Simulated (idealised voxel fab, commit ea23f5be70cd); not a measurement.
process module | voxel self aligned contacts
cross-section cut | 180 nm wide | cells 5 nm
A cross-section is a grid of square cells, given in bands from the top down. A band is one or more rows of cells.
Each band's line starts with the height of the band's top and of its bottom, in nm. Then come its materials from left to right, each with its width in nm. One material with "throughout" fills the band from edge to edge. "air" is empty space.
Height 0 is the level under which the wafer as received is all one material. The lowest band goes on downwards, as in "0 down".
A width such as "30 to 40" changes by the same amount from each row of cells to the next, from the band's top row to its bottom row.
"no change" after a step means that no cell of the cross-section changed.
closed voids: empty space of 8 cells or more with no open way to the top, each as width x height at its distance from the left edge, in nm
after a step's settings: what the simulator itself notes on the step
overlay nm, on a step with a mask: how far to the right of its planned place the mask lay; to the left if negative
plan
1 op RECEIVE | material Si
2 op OXIDIZE | depth nm 5
3 op DIRECTIONAL_DEP | material polySi | thk nm 30
4 op DIRECTIONAL_DEP | material SiN | thk nm 20
5 op MASKED_ETCH | tone cover | mask id GATE | width nm 25 | pitch nm 55 | etch materials SiN | depth nm 20 | overlay nm 0
6 op MASKED_ETCH | tone cover | mask id GATE | width nm 25 | pitch nm 55 | etch materials polySi | depth nm 30 | overlay nm 0
7 op CONFORMAL_DEP | material SiN | thk nm 5
8 op DIRECTIONAL_ETCH | etch materials SiN | depth nm 5
9 op FILL_DEP | material SiO2 | thk nm 20
10 op CMP | height nm 60
11 op MASKED_ETCH | tone open | mask id CONTACT | width nm 40 | pitch nm 55 | etch materials SiO2 | depth nm 65 | overlay nm 0
12 op CONFORMAL_DEP | material TiN | thk nm 5
13 op FILL_DEP | material Ru | thk nm 5
14 op CMP | height nm 60
15 op CONFORMAL_DEP | material SiCN | thk nm 5
first wafer, as planned
as received, after step 1
  0 down: Si throughout
  closed voids: none
after step 2
  0 to -5: SiO2 throughout
  below -5: unchanged
after step 3
  30 to 0: polySi throughout
  below 0: unchanged
after step 4
  50 to 30: SiN throughout
  below 30: unchanged
after step 5
  50 to 30: air 20 | SiN 25 | air 30 | SiN 25 | air 30 | SiN 25 | air 25
  below 30: unchanged
after step 6
  50 to 30: air 20 | SiN 25 | air 30 | SiN 25 | air 30 | SiN 25 | air 25
  30 to 0: air 20 | polySi 25 | air 30 | polySi 25 | air 30 | polySi 25 | air 25
  below 0: unchanged
after step 7
  55 to 30: air 15 | SiN 35 | air 20 | SiN 35 | air 20 | SiN 35 | air 20
  30 to 5: air 15 | SiN 5 | polySi 25 | SiN 5 | air 20 | SiN 5 | polySi 25 | SiN 5 | air 20 | SiN 5 | polySi 25 | SiN 5 | air 20
  5 to 0: SiN 20 | polySi 25 | SiN 30 | polySi 25 | SiN 30 | polySi 25 | SiN 25
  below 0: unchanged
after step 8
  50 to 30: air 15 | SiN 35 | air 20 | SiN 35 | air 20 | SiN 35 | air 20
  30 to 0: air 15 | SiN 5 | polySi 25 | SiN 5 | air 20 | SiN 5 | polySi 25 | SiN 5 | air 20 | SiN 5 | polySi 25 | SiN 5 | air 20
  below 0: unchanged
after step 9
  70 to 50: SiO2 throughout
  50 to 30: SiO2 15 | SiN 35 | SiO2 20 | SiN 35 | SiO2 20 | SiN 35 | SiO2 20
  30 to 0: SiO2 15 | SiN 5 | polySi 25 | SiN 5 | SiO2 20 | SiN 5 | polySi 25 | SiN 5 | SiO2 20 | SiN 5 | polySi 25 | SiN 5 | SiO2 20
  below 0: unchanged
after step 10
  60 to 50: SiO2 throughout
  below 50: unchanged
after step 11
  60 to 50: SiO2 40 | air 40 | SiO2 15 | air 40 | SiO2 45
  50 to 30: SiO2 15 | SiN 35 | air 20 | SiN 35 | air 20 | SiN 35 | SiO2 20
  30 to 0: SiO2 15 | SiN 5 | polySi 25 | SiN 5 | air 20 | SiN 5 | polySi 25 | SiN 5 | air 20 | SiN 5 | polySi 25 | SiN 5 | SiO2 20
  0 to -5: SiO2 50 | air 20 | SiO2 35 | air 20 | SiO2 55
  below -5: unchanged
after step 12
  65 to 60: TiN 45 | air 30 | TiN 25 | air 30 | TiN 50
  60 to 50: SiO2 40 | TiN 5 to 15 | air 30 to 10 | TiN 5 to 15 | SiO2 15 | TiN 5 to 15 | air 30 to 10 | TiN 5 to 15 | SiO2 45
  50 to 30: SiO2 15 | SiN 35 | TiN 5 | air 10 | TiN 5 | SiN 35 | TiN 5 | air 10 | TiN 5 | SiN 35 | SiO2 20
  30 to 0: SiO2 15 | SiN 5 | polySi 25 | SiN 5 | TiN 5 | air 10 | TiN 5 | SiN 5 | polySi 25 | SiN 5 | TiN 5 | air 10 | TiN 5 | SiN 5 | polySi 25 | SiN 5 | SiO2 20
  0 to -5: SiO2 50 | TiN 20 | SiO2 35 | TiN 20 | SiO2 55
  below -5: unchanged
after step 13
  70 to 65: Ru throughout
  65 to 60: TiN 45 | Ru 30 | TiN 25 | Ru 30 | TiN 50
  60 to 50: SiO2 40 | TiN 5 to 15 | Ru 30 to 10 | TiN 5 to 15 | SiO2 15 | TiN 5 to 15 | Ru 30 to 10 | TiN 5 to 15 | SiO2 45
  50 to 30: SiO2 15 | SiN 35 | TiN 5 | Ru 10 | TiN 5 | SiN 35 | TiN 5 | Ru 10 | TiN 5 | SiN 35 | SiO2 20
  30 to 0: SiO2 15 | SiN 5 | polySi 25 | SiN 5 | TiN 5 | Ru 10 | TiN 5 | SiN 5 | polySi 25 | SiN 5 | TiN 5 | Ru 10 | TiN 5 | SiN 5 | polySi 25 | SiN 5 | SiO2 20
  below 0: unchanged
after step 14
  60 to 50: SiO2 40 | TiN 5 to 15 | Ru 30 to 10 | TiN 5 to 15 | SiO2 15 | TiN 5 to 15 | Ru 30 to 10 | TiN 5 to 15 | SiO2 45
  below 50: unchanged
after step 15
  65 to 60: SiCN throughout
  below 60: unchanged
second wafer: like start, like plan, one mistake. Through step 4 it matches the first wafer
when step 5 should have ended
  50 to 30: air 15 | SiN 25 | air 30 | SiN 25 | air 30 | SiN 25 | air 30
  below 30: unchanged
when step 6 should have ended
  50 to 30: air 15 | SiN 25 | air 30 | SiN 25 | air 30 | SiN 25 | air 30
  30 to 0: air 15 | polySi 30 | air 25 | polySi 30 | air 25 | polySi 30 | air 25
  below 0: unchanged
when step 7 should have ended
  55 to 35: air 10 | SiN 35 | air 20 | SiN 35 | air 20 | SiN 35 | air 25
  35 to 30: air 10 | SiN 40 | air 15 | SiN 40 | air 15 | SiN 40 | air 20
  30 to 5: air 10 | SiN 5 | polySi 30 | SiN 5 | air 15 | SiN 5 | polySi 30 | SiN 5 | air 15 | SiN 5 | polySi 30 | SiN 5 | air 20
  5 to 0: SiN 15 | polySi 30 | SiN 25 | polySi 30 | SiN 25 | polySi 30 | SiN 25
  below 0: unchanged
when step 8 should have ended
  50 to 30: air 10 | SiN 35 | air 20 | SiN 35 | air 20 | SiN 35 | air 25
  30 to 0: air 10 | SiN 5 | polySi 30 | SiN 5 | air 15 | SiN 5 | polySi 30 | SiN 5 | air 15 | SiN 5 | polySi 30 | SiN 5 | air 20
  below 0: unchanged
when step 9 should have ended
  70 to 50: SiO2 throughout
  50 to 30: SiO2 10 | SiN 35 | SiO2 20 | SiN 35 | SiO2 20 | SiN 35 | SiO2 25
  30 to 0: SiO2 10 | SiN 5 | polySi 30 | SiN 5 | SiO2 15 | SiN 5 | polySi 30 | SiN 5 | SiO2 15 | SiN 5 | polySi 30 | SiN 5 | SiO2 20
  below 0: unchanged
when step 10 should have ended
  60 to 50: SiO2 throughout
  below 50: unchanged
when step 11 should have ended
  60 to 50: SiO2 40 | air 40 | SiO2 15 | air 40 | SiO2 45
  50 to 30: SiO2 10 | SiN 35 | air 20 | SiN 35 | air 20 | SiN 35 | SiO2 25
  30 to 0: SiO2 10 | SiN 5 | polySi 30 | SiN 5 | air 15 | SiN 5 | polySi 30 | SiN 5 | air 15 | SiN 5 | polySi 30 | SiN 5 | SiO2 20
  0 to -5: SiO2 50 | air 15 | SiO2 40 | air 15 | SiO2 60
  below -5: unchanged
when step 12 should have ended
  65 to 60: TiN 45 | air 30 | TiN 25 | air 30 | TiN 50
  60 to 50: SiO2 40 | TiN 5 to 10 | air 30 to 10 | TiN 5 to 20 | SiO2 15 | TiN 5 to 10 | air 30 to 10 | TiN 5 to 20 | SiO2 45
  50 to 35: SiO2 10 | SiN 35 | TiN 5 | air 10 | TiN 5 | SiN 35 | TiN 5 | air 10 | TiN 5 | SiN 35 | SiO2 25
  35 to 30: SiO2 10 | SiN 35 | TiN 10 | air 5 | TiN 5 | SiN 35 | TiN 10 | air 5 | TiN 5 | SiN 35 | SiO2 25
  30 to 0: SiO2 10 | SiN 5 | polySi 30 | SiN 5 | TiN 5 | air 5 | TiN 5 | SiN 5 | polySi 30 | SiN 5 | TiN 5 | air 5 | TiN 5 | SiN 5 | polySi 30 | SiN 5 | SiO2 20
  0 to -5: SiO2 50 | TiN 15 | SiO2 40 | TiN 15 | SiO2 60
  below -5: unchanged
when step 13 should have ended
  70 to 65: Ru throughout
  65 to 60: TiN 45 | Ru 30 | TiN 25 | Ru 30 | TiN 50
  60 to 50: SiO2 40 | TiN 5 to 10 | Ru 30 to 10 | TiN 5 to 20 | SiO2 15 | TiN 5 to 10 | Ru 30 to 10 | TiN 5 to 20 | SiO2 45
  50 to 35: SiO2 10 | SiN 35 | TiN 5 | Ru 10 | TiN 5 | SiN 35 | TiN 5 | Ru 10 | TiN 5 | SiN 35 | SiO2 25
  35 to 30: SiO2 10 | SiN 35 | TiN 10 | Ru 5 | TiN 5 | SiN 35 | TiN 10 | Ru 5 | TiN 5 | SiN 35 | SiO2 25
  30 to 0: SiO2 10 | SiN 5 | polySi 30 | SiN 5 | TiN 5 | Ru 5 | TiN 5 | SiN 5 | polySi 30 | SiN 5 | TiN 5 | Ru 5 | TiN 5 | SiN 5 | polySi 30 | SiN 5 | SiO2 20
  below 0: unchanged
when step 14 should have ended
  60 to 50: SiO2 40 | TiN 5 to 10 | Ru 30 to 10 | TiN 5 to 20 | SiO2 15 | TiN 5 to 10 | Ru 30 to 10 | TiN 5 to 20 | SiO2 45
  below 50: unchanged
when step 15 should have ended
  65 to 60: SiCN throughout
  below 60: unchanged
what went wrong: step 5 ran as: op MASKED_ETCH | tone cover | mask id GATE | width nm 25 | pitch nm 55 | etch materials SiN | depth nm 20 | overlay nm -5
at the end the second wafer has, in cells: 14 fewer of Ru | 4 fewer of SiO2 | 18 more of polySi
